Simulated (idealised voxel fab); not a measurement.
This is a process module. Its name is voxel plated lines.
We display cut, a cross-section 245 nm in width whose square cells are each 5 nm.
In what follows, cross-sections appear as grids of square cells, described through bands that run from the top down, where every band is one or more rows of cells. What a band's entry tells you: where the top is and where the bottom is, as heights in nm, and after that what lies inside, material by material from left to right, each with its width in nm. Empty space is written as the word "empty", and a single material marked with the word "everywhere" occupies the band from edge to edge. A quick word on heights: they are counted from 0, and under that level the wafer as it came to us is one material throughout. The lowest band is different from the rest in having no bottom; it simply continues downward, written as in "0 and below". Width spec "30..40" -> top row of cells at first value, bottom row at second value, equal per-row change in between. No cell of the cross-section changed in a step that is given as "nothing changed". The entry titled "Sealed voids" provides the empty spaces that have no open way to the top, restricted to those of 8 cells or more. Each is presented as width x height at distance, the distance being measured from the left edge, with all three in nm. Whatever follows a step's settings on its line is a remark the simulator itself makes about that step. overlay nm: on a step with a mask, how far right of its planned place the mask lay; negative means left.
# The following list gives the planned process steps
1. RECEIVE [material Si]
2. CONFORMAL_DEP [material SiN] [thk nm 15]
3. DIRECTIONAL_DEP [material TiN] [thk nm 5]
4. PATTERN [tone open] [mask id LINES] [material resist] [width nm 20] [pitch nm 45] [thk nm 15] [overlay nm 0]
5. EPI [material Ru] [thk nm 10]
6. STRIP [etch materials resist]
7. DIRECTIONAL_ETCH [etch materials TiN] [depth nm 5]
8. CONFORMAL_DEP [material SiO2] [thk nm 5]
Be aware that, although all wafers share a common starting state, the thk nm at step 3 differs among them, and the plan displays the first wafer's value.
# First of several wafers (as received, post step 1), cross-sectional view
> 0 and below = Si everywhere
> Sealed voids: none
# Where each wafer stands at the end of the module, a row apiece: cells of each material gained (+) or lost (-) since it was received, then closed voids
thk nm 5; +32 Ru; +147 SiN; +73 SiO2; +16 TiN; Sealed voids: none
thk nm 10; +32 Ru; +147 SiN; +73 SiO2; +65 TiN; Sealed voids: none
thk nm 15; +32 Ru; +147 SiN; +73 SiO2; +114 TiN; Sealed voids: none
thk nm 20; +32 Ru; +147 SiN; +73 SiO2; +163 TiN; Sealed voids: none
